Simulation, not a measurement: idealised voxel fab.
Process module in this document: voxel ribs on slabs
Section shown: cut. Width: 240 nm. Cell size: 5 nm, square.
Cross-section = grid of square cells, listed top down in bands; band = one or more rows. First you get the band's top height and its bottom height, in nm, and then the materials it's made of, left to right, with each width in nm. If you see a single material with "all across", that one covers the band edge to edge. "air" is empty space. Heights are measured from 0, the level below which the as-received wafer is all one material; the lowest band has no bottom and continues downward, written as in "top 0, no bottom". A width given as "30->40" starts at the first number in the band's top row and ends at the second number in its bottom row, shifting by an equal amount at every step from row to row. You'll sometimes find "all unchanged" written for a step, and that's the way of saying that nowhere in the cross-section did a cell change during that step. What "Closed-off voids" gives you is every empty space of 8 cells or more that is cut off from the top. Each appears as width x height at distance, with the distance taken from the left edge and width, height and distance all in nm. On each step's line, the part that comes after the settings is the simulator's own comment on the step. overlay nm: for a step with a mask, the amount by which the mask lay right of where it was planned; a negative amount means left of it.

[So here's the lineup of process steps we planned]
1 RECEIVE,material Si
2 DIRECTIONAL_DEP,material SiO2,thk nm 25
3 DIRECTIONAL_DEP,material polySi,thk nm 20
4 PATTERN,tone cover,mask id RIB,material resist,width nm 20,thk nm 20,overlay nm 0
5 DIRECTIONAL_ETCH,etch materials polySi,depth nm 5
6 STRIP,etch materials resist
7 DIRECTIONAL_DEP,material aC,thk nm 15
8 PATTERN,tone cover,mask id SLAB,material resist,width nm 60,thk nm 35,overlay nm 0
9 DIRECTIONAL_ETCH,etch materials aC,depth nm 15
10 STRIP,etch materials resist
11 DIRECTIONAL_ETCH,etch materials polySi,depth nm 15
12 STRIP,etch materials aC
13 FILL_DEP,material SiO2,thk nm 30
14 CMP,height nm 65
15 DIRECTIONAL_DEP,material TiN,thk nm 5
16 MASKED_ETCH,tone cover,mask id HEATER,width nm 40,etch materials TiN,depth nm 5,overlay nm 0
17 CONFORMAL_DEP,material SiN,thk nm 5
Wafers differ in width nm at step 4; plan lists the first wafer's value; identical starting state.

[Cross-section of the first of several wafers on receipt, reflecting completion of step 1]
	top 0, no bottom = Si all across
	Closed-off voids: none

[The following table contains a row per wafer, in which are reported, at the conclusion of the module, the cells of each material gained (+) or lost (-) since the wafer's receipt, with its closed voids given thereafter]
width nm 20, +50 SiN, +584 SiO2, +8 TiN, +40 polySi, Closed-off voids: none
width nm 25, +50 SiN, +583 SiO2, +8 TiN, +41 polySi, Closed-off voids: none
width nm 30, +50 SiN, +582 SiO2, +8 TiN, +42 polySi, Closed-off voids: none
width nm 35, +50 SiN, +581 SiO2, +8 TiN, +43 polySi, Closed-off voids: none
width nm 40, +50 SiN, +580 SiO2, +8 TiN, +44 polySi, Closed-off voids: none
width nm 45, +50 SiN, +579 SiO2, +8 TiN, +45 polySi, Closed-off voids: none
